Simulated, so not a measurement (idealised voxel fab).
Presented below is a process module, voxel lift off.
Xsec cut, 225 nm wide, square cell size 5 nm.
When this document writes out a cross-section, it uses a grid of square cells and lists it as bands, beginning at the top and moving down, with a band standing for one or more rows of cells. The entry gives the band's vertical extent as a top height and a bottom height in nm, then its horizontal make-up as materials from left to right, each with a width in nm. "air" stands for empty space; a single material marked "all across" fills the band edge to edge. Note: height 0 marks the level under which the wafer is uniformly one material as received. Lowest band unbounded below, written "0 and below". Read "30..40" as a graded width: first number on top, second number at the bottom, same change between each pair of neighbouring rows. "remained unchanged", as given for a step, is the statement that not any cell of the cross-section underwent a change during that step. If an empty space has no open way to the top and is at least 8 cells in size, "Sealed voids" lists it, written width x height at distance, where distance is measured from the left edge and every value is in nm. On a step's line, text after the settings is the simulator commenting on that step. On any step carrying a mask, the "overlay nm" setting, if present on the step's line, tells how far right of its planned place the mask lay; negative values point to the left.
[List of planned process steps]
1 RECEIVE, material Si
2 CONFORMAL_DEP, material Al2O3, thk nm 15
3 PATTERN, tone open, mask id LINES, material resist, width nm 25, pitch nm 40, thk nm 25, overlay nm 0
4 DIRECTIONAL_DEP, material Ru, thk nm 15
5 STRIP, etch materials resist
6 CONFORMAL_DEP, material SiN, thk nm 5
[First wafer out of two, processed as planned]
[This is the cross-section of the wafer as we received it, i.e. after step 1]
> 0 and below = Si all across
> Sealed voids: none
[Presented here is a cross-section of the wafer after step 2 has been performed]
> 15 down to 0 = Al2O3 all across
> Unchanged below 0.
[Presented here is a cross-section of the wafer after step 3 has been performed]
> 40 down to 15 = 80 resist  25 air  15 resist  25 air  80 resist
> Unchanged below 15.
[Presented here is a cross-section of the wafer after step 4 has been performed]
> 55 down to 40 = 80 Ru  25 air  15 Ru  25 air  80 Ru
> 40 down to 30 = 80 resist  25 air  15 resist  25 air  80 resist
> 30 down to 15 = 80 resist  25 Ru  15 resist  25 Ru  80 resist
> Unchanged below 15.
[Presented here is a cross-section of the wafer after step 5 has been performed]
> 30 down to 15 = 80 air  25 Ru  15 air  25 Ru  80 air
> Unchanged below 15.
[Presented here is a cross-section of the wafer after step 6 has been performed]
> 35 down to 30 = 75 air  35 SiN  5 air  35 SiN  75 air
> 30 down to 20 = 75 air  5 SiN  25 Ru  5 SiN  5 air  5 SiN  25 Ru  5 SiN  75 air
> 20 down to 15 = 80 SiN  25 Ru  15 SiN  25 Ru  80 SiN
> Unchanged below 15.
[What follows concerns the second wafer, which started out like the first and was meant to follow the very same plan; one mistake crept in when it was run, but everything up to and including step 2 is the same as for the first wafer]
[when step 3 should have ended]
> 40 down to 15 = 70 resist  25 air  15 resist  25 air  90 resist
> Unchanged below 15.
[when step 4 should have ended]
> 55 down to 40 = 70 Ru  25 air  15 Ru  25 air  90 Ru
> 40 down to 30 = 70 resist  25 air  15 resist  25 air  90 resist
> 30 down to 15 = 70 resist  25 Ru  15 resist  25 Ru  90 resist
> Unchanged below 15.
[when step 5 should have ended]
> 30 down to 15 = 70 air  25 Ru  15 air  25 Ru  90 air
> Unchanged below 15.
[when step 6 should have ended]
> 35 down to 30 = 65 air  35 SiN  5 air  35 SiN  85 air
> 30 down to 20 = 65 air  5 SiN  25 Ru  5 SiN  5 air  5 SiN  25 Ru  5 SiN  85 air
> 20 down to 15 = 70 SiN  25 Ru  15 SiN  25 Ru  90 SiN
> Unchanged below 15.
Nonconformance to the process plan: step 3 was run on a setting that differed from the plan, and what really ran there is PATTERN, tone open, mask id LINES, material resist, width nm 25, pitch nm 40, thk nm 25, overlay nm -10
Both wafers, final: cells per material equal; arrangement not.
